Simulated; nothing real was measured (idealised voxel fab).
This section sets out a process module, namely voxel spacer lines.
The cross-section on display is named cut; it measures 300 nm wide, and its cells are 5 nm squares.
Just so we're on the same page, the cross-sections are grids of square cells, and they're listed out in bands top to bottom, each band one or more rows deep.
Each band's line starts with the height of the band's top and of its bottom, in nm. Then come its materials from left to right, each with its width in nm. One material with "throughout" fills the band from edge to edge. "air" is empty space.
Counting heights begins at 0, where everything beneath is, in the wafer as received, one material. The lowest band has no bottom; it goes on downwards, as "0 nm and below" shows.
Per-row width for "30 to 40": begins at first number (top row of band), ends at second number (bottom row), increment between rows held constant.
Take "no alteration" at face value: in the step it is given for, the cross-section changed in none of its cells.
"Closed internal cavities" contains a list of empty spaces, each no smaller than 8 cells and without an open way to the top, written in the form width x height at distance with the distance from the left edge and all three in nm.
It should be noted that, on the line of a given step, the content following the step's settings is a remark produced by the simulator itself with respect to that step.
overlay nm: on a step with a mask, how far right of its planned place the mask lay; negative means left.
### This section lists the process steps that were planned
1. RECEIVE | material Si
2. CONFORMAL_DEP | material SiO2 | thk nm 5
3. DIRECTIONAL_DEP | material W | thk nm 10
4. DIRECTIONAL_DEP | material polySi | thk nm 30
5. PATTERN | tone cover | mask id MANDREL | material resist | width nm 20 | pitch nm 70 | thk nm 35 | overlay nm 0
6. DIRECTIONAL_ETCH | etch materials polySi | depth nm 30
7. STRIP | etch materials resist
8. CONFORMAL_DEP | material SiN | thk nm 15
9. DIRECTIONAL_ETCH | etch materials SiN | depth nm 15
10. STRIP | etch materials polySi
11. DIRECTIONAL_ETCH | etch materials W | depth nm 10
12. STRIP | etch materials SiN
13. FILL_DEP | material SiO2 | thk nm 5
14. CMP | height nm 15
### Delivered wafer in cross-section: state after step 1
  0 nm and below: Si throughout
  Closed internal cavities: none
### First of two wafers, end-of-module section, run followed plan
  15 nm to 5 nm: SiO2: 55, W: 15, SiO2: 20, W: 15, SiO2: 20, W: 15, SiO2: 20, W: 15, SiO2: 20, W: 15, SiO2: 20, W: 15, SiO2: 55
  5 nm to 0 nm: SiO2 throughout
  0 nm and below: Si throughout
  Closed internal cavities: none
### Cross-sectional view of the second of two wafers upon completion of the module. This wafer shared its starting condition and process plan with the first; one error was made during its execution
  15 nm to 10 nm: SiO2 throughout
  10 nm to 0 nm: W throughout
  0 nm and below: Si throughout
  Closed internal cavities: none
What was the processing mistake? steps 2 and 3 were swapped
Cell-count delta at end, second wafer over first, by material: SiO2: 84 fewer, W: 84 more
